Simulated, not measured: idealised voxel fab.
Process module, titled voxel ribs on slabs
The cross-section on display is named cut; it measures 140 nm wide, and its cells are 5 nm squares.
Square cells in a grid make up a cross-section in this document, and the grid is given as bands, listed from the top down, each one or more rows of cells. Quick guide to a band line: top height, bottom height (nm) up front; then every material left to right with its width in nm. Only one material and it's marked "throughout"? Then it fills the band edge to edge. And "air" just means empty space. Below 0: as-received wafer, all one material; heights counted from there. Lowest band: no bottom, goes on down, written "0 -> down". The notation "30 to 40" denotes a width that varies across the rows of cells in the band, beginning at the first number in the top row, finishing at the second number in the bottom row, and changing by an identical amount from each row to the next. It should be understood that the words "remained the same", when stated for a given step, signify that the cross-section underwent no change in any of its cells during that step. The label "Closed void table" introduces a list of the empty spaces, 8 cells or larger, that have no open way up to the top; each entry in it reads width x height at distance, where the distance is taken from the left edge and all three are stated in nm. Text after the settings on a step's line: the simulator's own remark on that step. overlay nm: mask offset rightward from planned place, masked step; negative means leftward offset.
PLAN
1. RECEIVE: material Si
2. DIRECTIONAL_DEP: material SiO2, thk nm 20
3. DIRECTIONAL_DEP: material polySi, thk nm 20
4. DIRECTIONAL_DEP: material aC, thk nm 10
5. PATTERN: tone cover, mask id RIB, material resist, width nm 20, thk nm 30, overlay nm 0
6. DIRECTIONAL_ETCH: etch materials aC, depth nm 10
7. STRIP: etch materials resist
8. DIRECTIONAL_ETCH: etch materials polySi, depth nm 15
9. STRIP: etch materials aC
10. MASKED_ETCH: tone cover, mask id SLAB, width nm 40, etch materials polySi, depth nm 5, overlay nm 0
11. FILL_DEP: material SiO2, thk nm 20
12. CMP: height nm 55
13. DIRECTIONAL_DEP: material W, thk nm 10
14. MASKED_ETCH: tone cover, mask id HEATER, width nm 30, etch materials W, depth nm 10, overlay nm 0
15. CONFORMAL_DEP: material SiN, thk nm 5
Be aware that, although all wafers share a common starting state, the width nm at step 10 differs among them, and the plan displays the first wafer's value.
FIRST OF SEVERAL WAFERS (AS RECEIVED, POST STEP 1), CROSS-SECTIONAL VIEW
- 0 -> down | Si throughout
- Closed void table: none
MODULE END STATE AFTER FINAL STEP 15: CROSS-SECTION OF THE FIRST OF SEVERAL WAFERS
- 70 -> 65 | air: 50 | SiN: 40 | air: 50
- 65 -> 60 | air: 50 | SiN: 5 | W: 30 | SiN: 5 | air: 50
- 60 -> 55 | SiN: 55 | W: 30 | SiN: 55
- 55 -> 40 | SiO2 throughout
- 40 -> 25 | SiO2: 60 | polySi: 20 | SiO2: 60
- 25 -> 20 | SiO2: 50 | polySi: 40 | SiO2: 50
- 20 -> 0 | SiO2 throughout
- 0 -> down | Si throughout
- Closed void table: none
CROSS-SECTIONAL VIEW, END OF MODULE, LAST WAFER OF SEVERAL
- 70 -> 65 | air: 50 | SiN: 40 | air: 50
- 65 -> 60 | air: 50 | SiN: 5 | W: 30 | SiN: 5 | air: 50
- 60 -> 55 | SiN: 55 | W: 30 | SiN: 55
- 55 -> 40 | SiO2 throughout
- 40 -> 25 | SiO2: 60 | polySi: 20 | SiO2: 60
- 25 -> 20 | SiO2: 40 | polySi: 65 | SiO2: 35
- 20 -> 0 | SiO2 throughout
- 0 -> down | Si throughout
- Closed void table: none
SO IN THIS TABLE EVERY WAFER GETS ITS OWN ROW, AND WHAT YOU SEE IS WHERE IT STANDS AT THE END OF THE MODULE: FOR EACH MATERIAL, HOW MANY CELLS IT PICKED UP (+) OR GAVE UP (-) SINCE WE RECEIVED IT, AND AFTER THAT ITS CLOSED VOIDS
width nm 40 | +32 SiN | +288 SiO2 | +12 W | +20 polySi | Closed void table: none
width nm 45 | +32 SiN | +287 SiO2 | +12 W | +21 polySi | Closed void table: none
width nm 50 | +32 SiN | +286 SiO2 | +12 W | +22 polySi | Closed void table: none
width nm 55 | +32 SiN | +285 SiO2 | +12 W | +23 polySi | Closed void table: none
width nm 60 | +32 SiN | +284 SiO2 | +12 W | +24 polySi | Closed void table: none
width nm 65 | +32 SiN | +283 SiO2 | +12 W | +25 polySi | Closed void table: none
